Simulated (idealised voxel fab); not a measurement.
Documented hereafter: the process module known as voxel double patterning.
Section shown: cut. Width: 165 nm. Cell size: 5 nm, square.
When this document writes out a cross-section, it uses a grid of square cells and lists it as bands, beginning at the top and moving down, with a band standing for one or more rows of cells.
This entry defines a band. It first specifies the height of the band's top and the height of its bottom in nm, and then specifies the band's materials from left to right, stating each material with its width in nm. The word "throughout" identifies a single material that fills the band from edge to edge, while the word "air" identifies empty space.
Note: height 0 marks the level under which the wafer is uniformly one material as received. Lowest band unbounded below, written "from 0 down".
The expression "30 to 40" gives the width at the extremes of the band, the first number at its top row of cells and the second at its bottom row, with the width changing by equal amounts from each row to the next in between.
Step marked "nothing changed"? Then no cell in the cross-section changed in it.
Listed in "Closed void catalog": every empty space of 8 or more cells without an open way to the top. Form: width x height at distance, the distance being from the left edge, all in nm.
If you see something after the settings on a step's line, that's the simulator's own remark about that step.
Steps that use a mask can have "overlay nm" on their line. It says how far the mask sat to the right of where it was meant to be. Negative means to the left.
plan:
1) RECEIVE,material Si
2) CONFORMAL_DEP,material SiO2,thk nm 10
3) DIRECTIONAL_DEP,material polySi,thk nm 15
4) DIRECTIONAL_DEP,material SiN,thk nm 10
5) DIRECTIONAL_DEP,material aC,thk nm 10
6) PATTERN,tone open,mask id FIRST,material resist,width nm 15,pitch nm 50,thk nm 30,overlay nm 0
7) DIRECTIONAL_ETCH,etch materials aC,depth nm 10
8) STRIP,etch materials resist
9) DIRECTIONAL_ETCH,etch materials SiN,depth nm 10
10) STRIP,etch materials aC
11) DIRECTIONAL_DEP,material aC,thk nm 10
12) PATTERN,tone open,mask id SECOND,material resist,width nm 15,pitch nm 50,thk nm 30,overlay nm 0
13) DIRECTIONAL_ETCH,etch materials aC,depth nm 10
14) STRIP,etch materials resist
15) DIRECTIONAL_ETCH,etch materials SiN,depth nm 10
16) STRIP,etch materials aC
17) DIRECTIONAL_ETCH,etch materials polySi,depth nm 15
18) STRIP,etch materials SiN
As received (post step 1): cross-section:
- from 0 down = Si throughout
- Closed void catalog: none
End-of-module cross-section. Starting structure and process plan as above; one mistake made in running it:
- from 25 to 10 = polySi 30 nm | air 15 nm | polySi 5 nm | air 15 nm | polySi 15 nm | air 15 nm | polySi 5 nm | air 15 nm | polySi 15 nm | air 15 nm | polySi 20 nm
- from 10 to 0 = SiO2 throughout
- from 0 down = Si throughout
- Closed void catalog: none
Nonconformance to the process plan: step 6: run off-plan, actual operation and settings PATTERN,tone open,mask id FIRST,material resist,width nm 15,pitch nm 50,thk nm 30,overlay nm 5
